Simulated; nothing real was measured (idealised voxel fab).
process module | voxel wiring stack
cross-section cut | 285 nm wide | cells 5 nm
A cross-section is a grid of square cells, given in bands from the top down. A band is one or more rows of cells.
Each band's line starts with the height of the band's top and of its bottom, in nm. Then come its materials from left to right, each with its width in nm. One material with "throughout" fills the band from edge to edge. "air" is empty space.
Height 0 is the level under which the wafer as received is all one material. The lowest band goes on downwards, as in "0 down".
A width such as "30 to 40" changes by the same amount from each row of cells to the next, from the band's top row to its bottom row.
"no change" after a step means that no cell of the cross-section changed.
closed voids: empty space of 8 cells or more with no open way to the top, each as width x height at its distance from the left edge, in nm
after a step's settings: what the simulator itself notes on the step
overlay nm, on a step with a mask: how far to the right of its planned place the mask lay; to the left if negative
plan
1 op RECEIVE | material Si
2 op CONFORMAL_DEP | material SiO2 | thk nm 15
3 op CONFORMAL_DEP | material SiN | thk nm 5
4 op DIRECTIONAL_DEP | material SiO2 | thk nm 20
5 op DIRECTIONAL_DEP | material aC | thk nm 15
6 op PATTERN | tone open | mask id METAL_1 | material resist | width nm 25 | pitch nm 50 | thk nm 35 | overlay nm 0
7 op DIRECTIONAL_ETCH | etch materials aC | depth nm 15
8 op STRIP | etch materials resist
9 op DIRECTIONAL_ETCH | etch materials SiO2 | depth nm 20
10 op DIRECTIONAL_ETCH | etch materials SiN | depth nm 5
11 op STRIP | etch materials aC
12 op CONFORMAL_DEP | material TiN | thk nm 5
13 op FILL_DEP | material W | thk nm 5
14 op CMP | height nm 40
15 op EPI | material Ru | thk nm 5
16 op FILL_DEP | material SiCN | thk nm 5
17 op DIRECTIONAL_DEP | material SiO2 | thk nm 15
18 op PATTERN | tone open | mask id PLUG_1 | material resist | width nm 15 | pitch nm 50 | thk nm 20 | overlay nm 0
19 op DIRECTIONAL_ETCH | etch materials SiO2 | depth nm 15
20 op DIRECTIONAL_ETCH | etch materials SiCN | depth nm 5
21 op STRIP | etch materials resist
22 op CONFORMAL_DEP | material TiN | thk nm 5
23 op FILL_DEP | material Ru | thk nm 10
24 op CMP | height nm 65
25 op CONFORMAL_DEP | material SiN | thk nm 5
26 op DIRECTIONAL_DEP | material lowk | thk nm 20
27 op MASKED_ETCH | tone open | mask id METAL_2 | width nm 25 | pitch nm 50 | etch materials lowk | depth nm 20 | overlay nm 0
28 op MASKED_ETCH | tone open | mask id METAL_2 | width nm 25 | pitch nm 50 | etch materials SiN | depth nm 5 | overlay nm 0
29 op CONFORMAL_DEP | material TiN | thk nm 5
30 op FILL_DEP | material Cu | thk nm 5
31 op CMP | height nm 90
32 op CONFORMAL_DEP | material SiCN | thk nm 5
as received, after step 1
  0 down: Si throughout
  closed voids: none
a wafer at the end: this start, this plan, one mistake
  95 to 90: SiCN throughout
  90 to 70: lowk 80 | TiN 5 | Cu 15 | TiN 5 | lowk 25 | TiN 5 | Cu 15 | TiN 5 | lowk 25 | TiN 5 | Cu 15 | TiN 5 | lowk 80
  70 to 65: SiN 80 | TiN 25 | SiN 25 | TiN 25 | SiN 25 | TiN 25 | SiN 80
  65 to 50: SiO2 80 | TiN 5 | Ru 5 | TiN 5 | SiO2 35 | TiN 5 | Ru 5 | TiN 5 | SiO2 35 | TiN 5 | Ru 5 | TiN 5 | SiO2 90
  50 to 45: SiCN 80 | TiN 15 | SiCN 35 | TiN 15 | SiCN 35 | TiN 15 | SiCN 90
  45 to 40: SiCN 75 | Ru 15 | SiCN 5 | Ru 15 | SiCN 15 | Ru 15 | SiCN 5 | Ru 15 | SiCN 15 | Ru 15 | SiCN 5 | Ru 15 | SiCN 75
  40 to 20: SiO2 80 | TiN 5 | SiN 15 | TiN 5 | SiO2 25 | TiN 5 | SiN 15 | TiN 5 | SiO2 25 | TiN 5 | SiN 15 | TiN 5 | SiO2 80
  20 to 15: SiN 80 | TiN 25 | SiN 25 | TiN 25 | SiN 25 | TiN 25 | SiN 80
  15 to 0: SiO2 throughout
  0 down: Si throughout
  closed voids: none
what went wrong: step 13 ran as: op FILL_DEP | material SiN | thk nm 5
